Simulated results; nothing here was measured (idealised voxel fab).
Documented hereafter: the process module known as voxel self aligned vias.
Cross-sectional view cut (width: 290 nm; square cell size: 5 nm).
If you're reading a cross-section in this doc, picture square cells in a grid; it comes to you as bands, top ones listed first down to the bottom, and a band can be one or more rows of cells. Within each band entry, the heights of the top and of the bottom of the band appear first, in that order and in nm; the materials of the band then follow from left to right, each with its corresponding width in nm. The designation "all across" on a single material indicates that it fills the band from edge to edge; the designation "air" indicates empty space. Note: height 0 marks the level under which the wafer is uniformly one material as received. Lowest band unbounded below, written "0 nm and below". Top row gets the first number, bottom row gets the second, and each row in between changes by the same step: that is how a band width like "30->40" works. Any step labelled "changes: none" changed none of the cells in the cross-section. Closed-off voids of 8+ cells (no open route to the top) go in "Closed void table", written width x height at distance from the left edge, in nm. On a step's line, text after the settings is the simulator commenting on that step. overlay nm: right-of-plan distance of the mask on a masked step; negative values mean left-of-plan. Everything after this point is organized in pairs: a cross-section before one process step, a cross-section after it that shows only as deep as the lowest changed band, and, under the pair, the intervening step with its settings. Because different runs of this module on the same starting wafer can supply different pairs, a pair continues from the pair above it only if its entry headed "Before the process" says so.
# Before the process
- 50 nm to 40 nm = 100 SiO2, then 5 TiN, then 25 Cu, then 5 TiN, then 15 SiO2, then 5 TiN, then 25 Cu, then 5 TiN, then 105 SiO2
- 40 nm to 35 nm = 100 SiO2, then 10 TiN, then 15 Cu, then 10 TiN, then 15 SiO2, then 10 TiN, then 15 Cu, then 10 TiN, then 105 SiO2
- 35 nm to 30 nm = 105 SiO2, then 25 TiN, then 25 SiO2, then 25 TiN, then 110 SiO2
- 30 nm to 20 nm = 105 SiO2, then 5 TiN, then 15 Ru, then 5 TiN, then 25 SiO2, then 5 TiN, then 15 Ru, then 5 TiN, then 110 SiO2
- 20 nm to 15 nm = 105 SiO2, then 25 TiN, then 25 SiO2, then 25 TiN, then 110 SiO2
- 15 nm to 5 nm = SiO2 all across
- 5 nm to 0 nm = SiCN all across
- 0 nm and below = Si all across
- Closed void table: none
# Resultant Cross-Section
- 55 nm to 50 nm = SiN all across
- Under 50: no change, same as before.
- Closed void table: none
The step carried out between the cross-section before it and the cross-section after it, both shown above, is CONFORMAL_DEP with material SiN, thk nm 5
# Before the process
- 50 nm to 40 nm = 100 SiO2, then 5 TiN, then 25 Cu, then 5 TiN, then 15 SiO2, then 5 TiN, then 25 Cu, then 5 TiN, then 105 SiO2
- 40 nm to 35 nm = 100 SiO2, then 10 TiN, then 15 Cu, then 10 TiN, then 15 SiO2, then 10 TiN, then 15 Cu, then 10 TiN, then 105 SiO2
- 35 nm to 30 nm = 105 SiO2, then 25 TiN, then 25 SiO2, then 25 TiN, then 110 SiO2
- 30 nm to 20 nm = 105 SiO2, then 5 TiN, then 15 Ru, then 5 TiN, then 25 SiO2, then 5 TiN, then 15 Ru, then 5 TiN, then 110 SiO2
- 20 nm to 15 nm = 105 SiO2, then 25 TiN, then 25 SiO2, then 25 TiN, then 110 SiO2
- 15 nm to 10 nm = SiCN all across
- 10 nm to 0 nm = SiO2 all across
- 0 nm and below = Si all across
- Closed void table: none
# Resultant Cross-Section
- 65 nm to 50 nm = SiN all across
- Under 50: no change, same as before.
- Closed void table: none
The step carried out between the cross-section before it and the cross-section after it, both shown above, is CONFORMAL_DEP with material SiN, thk nm 15
# Before the process
- 60 nm to 50 nm = aC all across
- 50 nm to 35 nm = SiO2 all across
- 35 nm to 30 nm = 105 SiO2, then 25 SiN, then 25 SiO2, then 25 SiN, then 110 SiO2
- 30 nm to 20 nm = 105 SiO2, then 5 TiN, then 15 Ru, then 5 TiN, then 25 SiO2, then 5 TiN, then 15 Ru, then 5 TiN, then 110 SiO2
- 20 nm to 15 nm = 105 SiO2, then 25 TiN, then 25 SiO2, then 25 TiN, then 110 SiO2
- 15 nm to 10 nm = SiCN all across
- 10 nm to 0 nm = SiO2 all across
- 0 nm and below = Si all across
- Closed void table: none
# Resultant Cross-Section
- 90 nm to 60 nm = 105 resist, then 30 air, then 20 resist, then 30 air, then 105 resist
- Under 60: no change, same as before.
- Closed void table: none
The step carried out between the cross-section before it and the cross-section after it, both shown above, is PATTERN with tone open, mask id VIAS, material resist, width nm 30, pitch nm 50, thk nm 30, overlay nm 0
Before the process: we pick up right where the pair above leaves off, with its after cross-section.
# Resultant Cross-Section
- 80 nm to 60 nm = 105 resist, then 30 air, then 20 resist, then 30 air, then 105 resist
- 60 nm to 50 nm = 105 aC, then 30 air, then 20 aC, then 30 air, then 105 aC
- Under 50: no change, same as before.
- Closed void table: none
The step carried out between the cross-section before it and the cross-section after it, both shown above, is DIRECTIONAL_ETCH with etch materials aC, depth nm 10
Before the process: we pick up right where the pair above leaves off, with its after cross-section.
# Resultant Cross-Section
- 60 nm to 50 nm = 105 aC, then 30 air, then 20 aC, then 30 air, then 105 aC
- Under 50: no change, same as before.
- Closed void table: none
The step carried out between the cross-section before it and the cross-section after it, both shown above, is STRIP with etch materials resist
Before the process: we pick up right where the pair above leaves off, with its after cross-section.
# Resultant Cross-Section
- 60 nm to 50 nm = 105 aC, then 30 air, then 20 aC, then 30 air, then 105 aC
- 50 nm to 35 nm = 105 SiO2, then 30 air, then 20 SiO2, then 30 air, then 105 SiO2
- Under 35: no change, same as before.
- Closed void table: none
The step carried out between the cross-section before it and the cross-section after it, both shown above, is DIRECTIONAL_ETCH with etch materials SiO2, depth nm 15
Before the process: we pick up right where the pair above leaves off, with its after cross-section.
# Resultant Cross-Section
- 60 nm to 50 nm = 105 aC, then 30 air, then 20 aC, then 30 air, then 105 aC
- 50 nm to 35 nm = 105 SiO2, then 30 air, then 20 SiO2, then 30 air, then 105 SiO2
- 35 nm to 30 nm = 105 SiO2, then 25 air, then 25 SiO2, then 25 air, then 110 SiO2
- Under 30: no change, same as before.
- Closed void table: none
The step carried out between the cross-section before it and the cross-section after it, both shown above, is DIRECTIONAL_ETCH with etch materials SiN, depth nm 5
Before the process: we pick up right where the pair above leaves off, with its after cross-section.
# Resultant Cross-Section
- 50 nm to 35 nm = 105 SiO2, then 30 air, then 20 SiO2, then 30 air, then 105 SiO2
- Under 35: no change, same as before.
- Closed void table: none
The step carried out between the cross-section before it and the cross-section after it, both shown above, is STRIP with etch materials aC
Before the process: we pick up right where the pair above leaves off, with its after cross-section.
# Resultant Cross-Section
- 55 nm to 50 nm = 110 TiN, then 20 air, then 30 TiN, then 20 air, then 110 TiN
- 50 nm to 40 nm = 105 SiO2, then 5 TiN, then 20 air, then 5 TiN, then 20 SiO2, then 5 TiN, then 20 air, then 5 TiN, then 105 SiO2
- 40 nm to 35 nm = 105 SiO2, then 5 TiN, then 15 air, then 10 TiN, then 20 SiO2, then 5 TiN, then 15 air, then 10 TiN, then 105 SiO2
- 35 nm to 30 nm = 105 SiO2, then 25 TiN, then 25 SiO2, then 25 TiN, then 110 SiO2
- Under 30: no change, same as before.
- Closed void table: none
The step carried out between the cross-section before it and the cross-section after it, both shown above, is CONFORMAL_DEP with material TiN, thk nm 5
Before the process: we pick up right where the pair above leaves off, with its after cross-section.
# Resultant Cross-Section
- 60 nm to 55 nm = Cu all across
- 55 nm to 50 nm = 110 TiN, then 20 Cu, then 30 TiN, then 20 Cu, then 110 TiN
- 50 nm to 40 nm = 105 SiO2, then 5 TiN, then 20 Cu, then 5 TiN, then 20 SiO2, then 5 TiN, then 20 Cu, then 5 TiN, then 105 SiO2
- 40 nm to 35 nm = 105 SiO2, then 5 TiN, then 15 Cu, then 10 TiN, then 20 SiO2, then 5 TiN, then 15 Cu, then 10 TiN, then 105 SiO2
- Under 35: no change, same as before.
- Closed void table: none
The step carried out between the cross-section before it and the cross-section after it, both shown above, is FILL_DEP with material Cu, thk nm 5
Before the process: we pick up right where the pair above leaves off, with its after cross-section.
# Resultant Cross-Section
- 50 nm to 40 nm = 105 SiO2, then 5 TiN, then 20 Cu, then 5 TiN, then 20 SiO2, then 5 TiN, then 20 Cu, then 5 TiN, then 105 SiO2
- Under 40: no change, same as before.
- Closed void table: none
The step carried out between the cross-section before it and the cross-section after it, both shown above, is CMP with height nm 50
Before the process: we pick up right where the pair above leaves off, with its after cross-section.
# Resultant Cross-Section
- 55 nm to 50 nm = SiN all across
- Under 50: no change, same as before.
- Closed void table: none
The step carried out between the cross-section before it and the cross-section after it, both shown above, is CONFORMAL_DEP with material SiN, thk nm 5
# Before the process
- 60 nm to 50 nm = aC all across
- 50 nm to 35 nm = SiO2 all across
- 35 nm to 30 nm = 105 SiO2, then 25 SiN, then 25 SiO2, then 25 SiN, then 110 SiO2
- 30 nm to 20 nm = 105 SiO2, then 5 TiN, then 15 Ru, then 5 TiN, then 25 SiO2, then 5 TiN, then 15 Ru, then 5 TiN, then 110 SiO2
- 20 nm to 15 nm = 105 SiO2, then 25 TiN, then 25 SiO2, then 25 TiN, then 110 SiO2
- 15 nm to 10 nm = SiCN all across
- 10 nm to 0 nm = SiO2 all across
- 0 nm and below = Si all across
- Closed void table: none
# Resultant Cross-Section
- 90 nm to 60 nm = 90 resist, then 35 air, then 15 resist, then 35 air, then 115 resist
- Under 60: no change, same as before.
- Closed void table: none
The step carried out between the cross-section before it and the cross-section after it, both shown above, is PATTERN with tone open, mask id VIAS, material resist, width nm 35, pitch nm 50, thk nm 30, overlay nm -10
Before the process: we pick up right where the pair above leaves off, with its after cross-section.
# Resultant Cross-Section
- 80 nm to 60 nm = 90 resist, then 35 air, then 15 resist, then 35 air, then 115 resist
- 60 nm to 50 nm = 90 aC, then 35 air, then 15 aC, then 35 air, then 115 aC
- Under 50: no change, same as before.
- Closed void table: none
The step carried out between the cross-section before it and the cross-section after it, both shown above, is DIRECTIONAL_ETCH with etch materials aC, depth nm 10
Before the process: we pick up right where the pair above leaves off, with its after cross-section.
# Resultant Cross-Section
- 60 nm to 50 nm = 90 aC, then 35 air, then 15 aC, then 35 air, then 115 aC
- Under 50: no change, same as before.
- Closed void table: none
The step carried out between the cross-section before it and the cross-section after it, both shown above, is STRIP with etch materials resist
Before the process: we pick up right where the pair above leaves off, with its after cross-section.
# Resultant Cross-Section
- 60 nm to 50 nm = 90 aC, then 35 air, then 15 aC, then 35 air, then 115 aC
- 50 nm to 35 nm = 90 SiO2, then 35 air, then 15 SiO2, then 35 air, then 115 SiO2
- Under 35: no change, same as before.
- Closed void table: none
The step carried out between the cross-section before it and the cross-section after it, both shown above, is DIRECTIONAL_ETCH with etch materials SiO2, depth nm 15
Before the process: we pick up right where the pair above leaves off, with its after cross-section.
# Resultant Cross-Section
- 60 nm to 50 nm = 90 aC, then 35 air, then 15 aC, then 35 air, then 115 aC
- 50 nm to 35 nm = 90 SiO2, then 35 air, then 15 SiO2, then 35 air, then 115 SiO2
- 35 nm to 30 nm = 105 SiO2, then 20 air, then 5 SiN, then 25 SiO2, then 20 air, then 5 SiN, then 110 SiO2
- Under 30: no change, same as before.
- Closed void table: none
The step carried out between the cross-section before it and the cross-section after it, both shown above, is DIRECTIONAL_ETCH with etch materials SiN, depth nm 5
Before the process: we pick up right where the pair above leaves off, with its after cross-section.
# Resultant Cross-Section
- 50 nm to 35 nm = 90 SiO2, then 35 air, then 15 SiO2, then 35 air, then 115 SiO2
- Under 35: no change, same as before.
- Closed void table: none
The step carried out between the cross-section before it and the cross-section after it, both shown above, is STRIP with etch materials aC
Before the process: we pick up right where the pair above leaves off, with its after cross-section.
# Resultant Cross-Section
- 55 nm to 50 nm = 95 TiN, then 25 air, then 25 TiN, then 25 air, then 120 TiN
- 50 nm to 40 nm = 90 SiO2, then 5 TiN, then 25 air, then 5 TiN, then 15 SiO2, then 5 TiN, then 25 air, then 5 TiN, then 115 SiO2
- 40 nm to 35 nm = 90 SiO2, then 20 TiN, then 10 air, then 5 TiN, then 15 SiO2, then 20 TiN, then 10 air, then 5 TiN, then 115 SiO2
- 35 nm to 30 nm = 105 SiO2, then 20 TiN, then 5 SiN, then 25 SiO2, then 20 TiN, then 5 SiN, then 110 SiO2
- Under 30: no change, same as before.
- Closed void table: none
The step carried out between the cross-section before it and the cross-section after it, both shown above, is CONFORMAL_DEP with material TiN, thk nm 5
Before the process: we pick up right where the pair above leaves off, with its after cross-section.
# Resultant Cross-Section
- 60 nm to 55 nm = Cu all across
- 55 nm to 50 nm = 95 TiN, then 25 Cu, then 25 TiN, then 25 Cu, then 120 TiN
- 50 nm to 40 nm = 90 SiO2, then 5 TiN, then 25 Cu, then 5 TiN, then 15 SiO2, then 5 TiN, then 25 Cu, then 5 TiN, then 115 SiO2
- 40 nm to 35 nm = 90 SiO2, then 20 TiN, then 10 Cu, then 5 TiN, then 15 SiO2, then 20 TiN, then 10 Cu, then 5 TiN, then 115 SiO2
- Under 35: no change, same as before.
- Closed void table: none
The step carried out between the cross-section before it and the cross-section after it, both shown above, is FILL_DEP with material Cu, thk nm 5
Before the process: we pick up right where the pair above leaves off, with its after cross-section.
# Resultant Cross-Section
- 50 nm to 40 nm = 90 SiO2, then 5 TiN, then 25 Cu, then 5 TiN, then 15 SiO2, then 5 TiN, then 25 Cu, then 5 TiN, then 115 SiO2
- Under 40: no change, same as before.
- Closed void table: none
The step carried out between the cross-section before it and the cross-section after it, both shown above, is CMP with height nm 50
Before the process: we pick up right where the pair above leaves off, with its after cross-section.
# Resultant Cross-Section
- 55 nm to 50 nm = SiN all across
- Under 50: no change, same as before.
- Closed void table: none
The step carried out between the cross-section before it and the cross-section after it, both shown above, is CONFORMAL_DEP with material SiN, thk nm 5
# Before the process
- 0 nm and below = Si all across
- Closed void table: none
# Resultant Cross-Section
- 10 nm to 0 nm = Ru all across
- Under 0: no change, same as before.
- Closed void table: none
The step carried out between the cross-section before it and the cross-section after it, both shown above, is CONFORMAL_DEP with material Ru, thk nm 10
Before the process: we pick up right where the pair above leaves off, with its after cross-section.
# Resultant Cross-Section
- 15 nm to 10 nm = SiCN all across
- Under 10: no change, same as before.
- Closed void table: none
The step carried out between the cross-section before it and the cross-section after it, both shown above, is CONFORMAL_DEP with material SiCN, thk nm 5
Before the process: we pick up right where the pair above leaves off, with its after cross-section.
# Resultant Cross-Section
- 35 nm to 15 nm = SiO2 all across
- Under 15: no change, same as before.
- Closed void table: none
The step carried out between the cross-section before it and the cross-section after it, both shown above, is DIRECTIONAL_DEP with material SiO2, thk nm 20
Before the process: we pick up right where the pair above leaves off, with its after cross-section.
# Resultant Cross-Section
- 35 nm to 15 nm = 105 SiO2, then 25 air, then 25 SiO2, then 25 air, then 110 SiO2
- Under 15: no change, same as before.
- Closed void table: none
The step carried out between the cross-section before it and the cross-section after it, both shown above, is MASKED_ETCH with tone open, mask id LINES, width nm 25, pitch nm 50, etch materials SiO2, depth nm 20, overlay nm 0
Before the process: we pick up right where the pair above leaves off, with its after cross-section.
# Resultant Cross-Section
- 40 nm to 35 nm = 110 TiN, then 15 air, then 35 TiN, then 15 air, then 115 TiN
- 35 nm to 20 nm = 105 SiO2, then 5 TiN, then 15 air, then 5 TiN, then 25 SiO2, then 5 TiN, then 15 air, then 5 TiN, then 110 SiO2
- 20 nm to 15 nm = 105 SiO2, then 25 TiN, then 25 SiO2, then 25 TiN, then 110 SiO2
- Under 15: no change, same as before.
- Closed void table: none
The step carried out between the cross-section before it and the cross-section after it, both shown above, is CONFORMAL_DEP with material TiN, thk nm 5
Before the process: we pick up right where the pair above leaves off, with its after cross-section.
# Resultant Cross-Section
- 45 nm to 40 nm = Ru all across
- 40 nm to 35 nm = 110 TiN, then 15 Ru, then 35 TiN, then 15 Ru, then 115 TiN
- 35 nm to 20 nm = 105 SiO2, then 5 TiN, then 15 Ru, then 5 TiN, then 25 SiO2, then 5 TiN, then 15 Ru, then 5 TiN, then 110 SiO2
- Under 20: no change, same as before.
- Closed void table: none
The step carried out between the cross-section before it and the cross-section after it, both shown above, is FILL_DEP with material Ru, thk nm 5
Before the process: we pick up right where the pair above leaves off, with its after cross-section.
# Resultant Cross-Section
- 35 nm to 20 nm = 105 SiO2, then 5 TiN, then 15 Ru, then 5 TiN, then 25 SiO2, then 5 TiN, then 15 Ru, then 5 TiN, then 110 SiO2
- Under 20: no change, same as before.
- Closed void table: none
The step carried out between the cross-section before it and the cross-section after it, both shown above, is CMP with height nm 35
Before the process: we pick up right where the pair above leaves off, with its after cross-section.
# Resultant Cross-Section
- 35 nm to 30 nm = 105 SiO2, then 25 air, then 25 SiO2, then 25 air, then 110 SiO2
- Under 30: no change, same as before.
- Closed void table: none
The step carried out between the cross-section before it and the cross-section after it, both shown above, is SELECTIVE_ETCH with etch materials W Ru TiN, depth nm 5
Before the process: we pick up right where the pair above leaves off, with its after cross-section.
# Resultant Cross-Section
- 45 nm to 35 nm = SiN all across
- 35 nm to 30 nm = 105 SiO2, then 25 SiN, then 25 SiO2, then 25 SiN, then 110 SiO2
- Under 30: no change, same as before.
- Closed void table: none
The step carried out between the cross-section before it and the cross-section after it, both shown above, is FILL_DEP with material SiN, thk nm 10
Before the process: we pick up right where the pair above leaves off, with its after cross-section.
# Resultant Cross-Section
- 35 nm to 30 nm = 105 SiO2, then 25 SiN, then 25 SiO2, then 25 SiN, then 110 SiO2
- Under 30: no change, same as before.
- Closed void table: none
The step carried out between the cross-section before it and the cross-section after it, both shown above, is CMP with height nm 35
Before the process: we pick up right where the pair above leaves off, with its after cross-section.
# Resultant Cross-Section
- 50 nm to 35 nm = SiO2 all across
- Under 35: no change, same as before.
- Closed void table: none
The step carried out between the cross-section before it and the cross-section after it, both shown above, is DIRECTIONAL_DEP with material SiO2, thk nm 15
Before the process: we pick up right where the pair above leaves off, with its after cross-section.
# Resultant Cross-Section
- 60 nm to 50 nm = aC all across
- Under 50: no change, same as before.
- Closed void table: none
The step carried out between the cross-section before it and the cross-section after it, both shown above, is DIRECTIONAL_DEP with material aC, thk nm 10
Before the process: we pick up right where the pair above leaves off, with its after cross-section.
# Resultant Cross-Section
- 90 nm to 60 nm = 100 resist, then 35 air, then 15 resist, then 35 air, then 105 resist
- Under 60: no change, same as before.
- Closed void table: none
The step carried out between the cross-section before it and the cross-section after it, both shown above, is PATTERN with tone open, mask id VIAS, material resist, width nm 35, pitch nm 50, thk nm 30, overlay nm 0
Before the process: we pick up right where the pair above leaves off, with its after cross-section.
# Resultant Cross-Section
- 80 nm to 60 nm = 100 resist, then 35 air, then 15 resist, then 35 air, then 105 resist
- 60 nm to 50 nm = 100 aC, then 35 air, then 15 aC, then 35 air, then 105 aC
- Under 50: no change, same as before.
- Closed void table: none
The step carried out between the cross-section before it and the cross-section after it, both shown above, is DIRECTIONAL_ETCH with etch materials aC, depth nm 10
Before the process: we pick up right where the pair above leaves off, with its after cross-section.
# Resultant Cross-Section
- 60 nm to 50 nm = 100 aC, then 35 air, then 15 aC, then 35 air, then 105 aC
- Under 50: no change, same as before.
- Closed void table: none
The step carried out between the cross-section before it and the cross-section after it, both shown above, is STRIP with etch materials resist
Before the process: we pick up right where the pair above leaves off, with its after cross-section.
# Resultant Cross-Section
- 60 nm to 50 nm = 100 aC, then 35 air, then 15 aC, then 35 air, then 105 aC
- 50 nm to 35 nm = 100 SiO2, then 35 air, then 15 SiO2, then 35 air, then 105 SiO2
- Under 35: no change, same as before.
- Closed void table: none
The step carried out between the cross-section before it and the cross-section after it, both shown above, is DIRECTIONAL_ETCH with etch materials SiO2, depth nm 15
Before the process: we pick up right where the pair above leaves off, with its after cross-section.
# Resultant Cross-Section
- 60 nm to 50 nm = 100 aC, then 35 air, then 15 aC, then 35 air, then 105 aC
- 50 nm to 35 nm = 100 SiO2, then 35 air, then 15 SiO2, then 35 air, then 105 SiO2
- 35 nm to 30 nm = 105 SiO2, then 25 air, then 25 SiO2, then 25 air, then 110 SiO2
- Under 30: no change, same as before.
- Closed void table: none
The step carried out between the cross-section before it and the cross-section after it, both shown above, is DIRECTIONAL_ETCH with etch materials SiN, depth nm 5
Before the process: we pick up right where the pair above leaves off, with its after cross-section.
# Resultant Cross-Section
- 50 nm to 35 nm = 100 SiO2, then 35 air, then 15 SiO2, then 35 air, then 105 SiO2
- Under 35: no change, same as before.
- Closed void table: none
The step carried out between the cross-section before it and the cross-section after it, both shown above, is STRIP with etch materials aC
Before the process: we pick up right where the pair above leaves off, with its after cross-section.
# Resultant Cross-Section
- 55 nm to 50 nm = 105 TiN, then 25 air, then 25 TiN, then 25 air, then 110 TiN
- 50 nm to 40 nm = 100 SiO2, then 5 TiN, then 25 air, then 5 TiN, then 15 SiO2, then 5 TiN, then 25 air, then 5 TiN, then 105 SiO2
- 40 nm to 35 nm = 100 SiO2, then 10 TiN, then 15 air, then 10 TiN, then 15 SiO2, then 10 TiN, then 15 air, then 10 TiN, then 105 SiO2
- 35 nm to 30 nm = 105 SiO2, then 25 TiN, then 25 SiO2, then 25 TiN, then 110 SiO2
- Under 30: no change, same as before.
- Closed void table: none
The step carried out between the cross-section before it and the cross-section after it, both shown above, is CONFORMAL_DEP with material TiN, thk nm 5
Before the process: we pick up right where the pair above leaves off, with its after cross-section.
# Resultant Cross-Section
- 60 nm to 55 nm = Cu all across
- 55 nm to 50 nm = 105 TiN, then 25 Cu, then 25 TiN, then 25 Cu, then 110 TiN
- 50 nm to 40 nm = 100 SiO2, then 5 TiN, then 25 Cu, then 5 TiN, then 15 SiO2, then 5 TiN, then 25 Cu, then 5 TiN, then 105 SiO2
- 40 nm to 35 nm = 100 SiO2, then 10 TiN, then 15 Cu, then 10 TiN, then 15 SiO2, then 10 TiN, then 15 Cu, then 10 TiN, then 105 SiO2
- Under 35: no change, same as before.
- Closed void table: none
The step carried out between the cross-section before it and the cross-section after it, both shown above, is FILL_DEP with material Cu, thk nm 5
Before the process: we pick up right where the pair above leaves off, with its after cross-section.
# Resultant Cross-Section
- 50 nm to 40 nm = 100 SiO2, then 5 TiN, then 25 Cu, then 5 TiN, then 15 SiO2, then 5 TiN, then 25 Cu, then 5 TiN, then 105 SiO2
- Under 40: no change, same as before.
- Closed void table: none
The step carried out between the cross-section before it and the cross-section after it, both shown above, is CMP with height nm 50
Before the process: we pick up right where the pair above leaves off, with its after cross-section.
# Resultant Cross-Section
- 55 nm to 50 nm = SiN all across
- Under 50: no change, same as before.
- Closed void table: none
The step carried out between the cross-section before it and the cross-section after it, both shown above, is CONFORMAL_DEP with material SiN, thk nm 5
# Before the process
- 35 nm to 15 nm = SiO2 all across
- 15 nm to 10 nm = SiCN all across
- 10 nm to 0 nm = SiO2 all across
- 0 nm and below = Si all across
- Closed void table: none
# Resultant Cross-Section
- 35 nm to 15 nm = 105 air, then 25 SiO2, then 25 air, then 25 SiO2, then 110 air
- Under 15: no change, same as before.
- Closed void table: none
The step carried out between the cross-section before it and the cross-section after it, both shown above, is MASKED_ETCH with tone cover, mask id LINES, width nm 25, pitch nm 50, etch materials SiO2, depth nm 20, overlay nm 0
Before the process: we pick up right where the pair above leaves off, with its after cross-section.
# Resultant Cross-Section
- 40 nm to 35 nm = 100 air, then 35 TiN, then 15 air, then 35 TiN, then 105 air
- 35 nm to 20 nm = 100 air, then 5 TiN, then 25 SiO2, then 5 TiN, then 15 air, then 5 TiN, then 25 SiO2, then 5 TiN, then 105 air
- 20 nm to 15 nm = 105 TiN, then 25 SiO2, then 25 TiN, then 25 SiO2, then 110 TiN
- Under 15: no change, same as before.
- Closed void table: none
The step carried out between the cross-section before it and the cross-section after it, both shown above, is CONFORMAL_DEP with material TiN, thk nm 5
Before the process: we pick up right where the pair above leaves off, with its after cross-section.
# Resultant Cross-Section
- 45 nm to 40 nm = Ru all across
- 40 nm to 35 nm = 100 Ru, then 35 TiN, then 15 Ru, then 35 TiN, then 105 Ru
- 35 nm to 20 nm = 100 Ru, then 5 TiN, then 25 SiO2, then 5 TiN, then 15 Ru, then 5 TiN, then 25 SiO2, then 5 TiN, then 105 Ru
- Under 20: no change, same as before.
- Closed void table: none
The step carried out between the cross-section before it and the cross-section after it, both shown above, is FILL_DEP with material Ru, thk nm 5
Before the process: we pick up right where the pair above leaves off, with its after cross-section.
# Resultant Cross-Section
- 35 nm to 20 nm = 100 Ru, then 5 TiN, then 25 SiO2, then 5 TiN, then 15 Ru, then 5 TiN, then 25 SiO2, then 5 TiN, then 105 Ru
- Under 20: no change, same as before.
- Closed void table: none
The step carried out between the cross-section before it and the cross-section after it, both shown above, is CMP with height nm 35
Before the process: we pick up right where the pair above leaves off, with its after cross-section.
# Resultant Cross-Section
- 35 nm to 30 nm = 105 air, then 25 SiO2, then 25 air, then 25 SiO2, then 110 air
- Under 30: no change, same as before.
- Closed void table: none
The step carried out between the cross-section before it and the cross-section after it, both shown above, is SELECTIVE_ETCH with etch materials W Ru TiN, depth nm 5
Before the process: we pick up right where the pair above leaves off, with its after cross-section.
# Resultant Cross-Section
- 45 nm to 35 nm = SiN all across
- 35 nm to 30 nm = 105 SiN, then 25 SiO2, then 25 SiN, then 25 SiO2, then 110 SiN
- Under 30: no change, same as before.
- Closed void table: none
The step carried out between the cross-section before it and the cross-section after it, both shown above, is FILL_DEP with material SiN, thk nm 10
Before the process: we pick up right where the pair above leaves off, with its after cross-section.
# Resultant Cross-Section
- 35 nm to 30 nm = 105 SiN, then 25 SiO2, then 25 SiN, then 25 SiO2, then 110 SiN
- Under 30: no change, same as before.
- Closed void table: none
The step carried out between the cross-section before it and the cross-section after it, both shown above, is CMP with height nm 35
Before the process: we pick up right where the pair above leaves off, with its after cross-section.
# Resultant Cross-Section
- 50 nm to 35 nm = SiO2 all across
- Under 35: no change, same as before.
- Closed void table: none
The step carried out between the cross-section before it and the cross-section after it, both shown above, is DIRECTIONAL_DEP with material SiO2, thk nm 15
Before the process: we pick up right where the pair above leaves off, with its after cross-section.
# Resultant Cross-Section
- 60 nm to 50 nm = aC all across
- Under 50: no change, same as before.
- Closed void table: none
The step carried out between the cross-section before it and the cross-section after it, both shown above, is DIRECTIONAL_DEP with material aC, thk nm 10
Before the process: we pick up right where the pair above leaves off, with its after cross-section.
# Resultant Cross-Section
- 90 nm to 60 nm = 100 resist, then 35 air, then 15 resist, then 35 air, then 105 resist
- Under 60: no change, same as before.
- Closed void table: none
The step carried out between the cross-section before it and the cross-section after it, both shown above, is PATTERN with tone open, mask id VIAS, material resist, width nm 35, pitch nm 50, thk nm 30, overlay nm 0
Before the process: we pick up right where the pair above leaves off, with its after cross-section.
# Resultant Cross-Section
- 80 nm to 60 nm = 100 resist, then 35 air, then 15 resist, then 35 air, then 105 resist
- 60 nm to 50 nm = 100 aC, then 35 air, then 15 aC, then 35 air, then 105 aC
- Under 50: no change, same as before.
- Closed void table: none
The step carried out between the cross-section before it and the cross-section after it, both shown above, is DIRECTIONAL_ETCH with etch materials aC, depth nm 10
Before the process: we pick up right where the pair above leaves off, with its after cross-section.
# Resultant Cross-Section
- 60 nm to 50 nm = 100 aC, then 35 air, then 15 aC, then 35 air, then 105 aC
- Under 50: no change, same as before.
- Closed void table: none
The step carried out between the cross-section before it and the cross-section after it, both shown above, is STRIP with etch materials resist
Before the process: we pick up right where the pair above leaves off, with its after cross-section.
# Resultant Cross-Section
- 60 nm to 50 nm = 100 aC, then 35 air, then 15 aC, then 35 air, then 105 aC
- 50 nm to 35 nm = 100 SiO2, then 35 air, then 15 SiO2, then 35 air, then 105 SiO2
- Under 35: no change, same as before.
- Closed void table: none
The step carried out between the cross-section before it and the cross-section after it, both shown above, is DIRECTIONAL_ETCH with etch materials SiO2, depth nm 15
Before the process: we pick up right where the pair above leaves off, with its after cross-section.
# Resultant Cross-Section
- 60 nm to 50 nm = 100 aC, then 35 air, then 15 aC, then 35 air, then 105 aC
- 50 nm to 35 nm = 100 SiO2, then 35 air, then 15 SiO2, then 35 air, then 105 SiO2
- 35 nm to 30 nm = 100 SiN, then 5 air, then 25 SiO2, then 5 air, then 15 SiN, then 5 air, then 25 SiO2, then 5 air, then 105 SiN
- Under 30: no change, same as before.
- Closed void table: none
The step carried out between the cross-section before it and the cross-section after it, both shown above, is DIRECTIONAL_ETCH with etch materials SiN, depth nm 5
Before the process: we pick up right where the pair above leaves off, with its after cross-section.
# Resultant Cross-Section
- 50 nm to 35 nm = 100 SiO2, then 35 air, then 15 SiO2, then 35 air, then 105 SiO2
- Under 35: no change, same as before.
- Closed void table: none
The step carried out between the cross-section before it and the cross-section after it, both shown above, is STRIP with etch materials aC
Before the process: we pick up right where the pair above leaves off, with its after cross-section.
# Resultant Cross-Section
- 55 nm to 50 nm = 105 TiN, then 25 air, then 25 TiN, then 25 air, then 110 TiN
- 50 nm to 40 nm = 100 SiO2, then 5 TiN, then 25 air, then 5 TiN, then 15 SiO2, then 5 TiN, then 25 air, then 5 TiN, then 105 SiO2
- 40 nm to 35 nm = 100 SiO2, then 35 TiN, then 15 SiO2, then 35 TiN, then 105 SiO2
- 35 nm to 30 nm = 100 SiN, then 5 TiN, then 25 SiO2, then 5 TiN, then 15 SiN, then 5 TiN, then 25 SiO2, then 5 TiN, then 105 SiN
- Under 30: no change, same as before.
- Closed void table: none
The step carried out between the cross-section before it and the cross-section after it, both shown above, is CONFORMAL_DEP with material TiN, thk nm 5
Before the process: we pick up right where the pair above leaves off, with its after cross-section.
# Resultant Cross-Section
- 60 nm to 55 nm = Cu all across
- 55 nm to 50 nm = 105 TiN, then 25 Cu, then 25 TiN, then 25 Cu, then 110 TiN
- 50 nm to 40 nm = 100 SiO2, then 5 TiN, then 25 Cu, then 5 TiN, then 15 SiO2, then 5 TiN, then 25 Cu, then 5 TiN, then 105 SiO2
- Under 40: no change, same as before.
- Closed void table: none
The step carried out between the cross-section before it and the cross-section after it, both shown above, is FILL_DEP with material Cu, thk nm 5
Before the process: we pick up right where the pair above leaves off, with its after cross-section.
# Resultant Cross-Section
- 50 nm to 40 nm = 100 SiO2, then 5 TiN, then 25 Cu, then 5 TiN, then 15 SiO2, then 5 TiN, then 25 Cu, then 5 TiN, then 105 SiO2
- Under 40: no change, same as before.
- Closed void table: none
The step carried out between the cross-section before it and the cross-section after it, both shown above, is CMP with height nm 50
Before the process: we pick up right where the pair above leaves off, with its after cross-section.
# Resultant Cross-Section
- 55 nm to 50 nm = SiN all across
- Under 50: no change, same as before.
- Closed void table: none
The step carried out between the cross-section before it and the cross-section after it, both shown above, is CONFORMAL_DEP with material SiN, thk nm 5
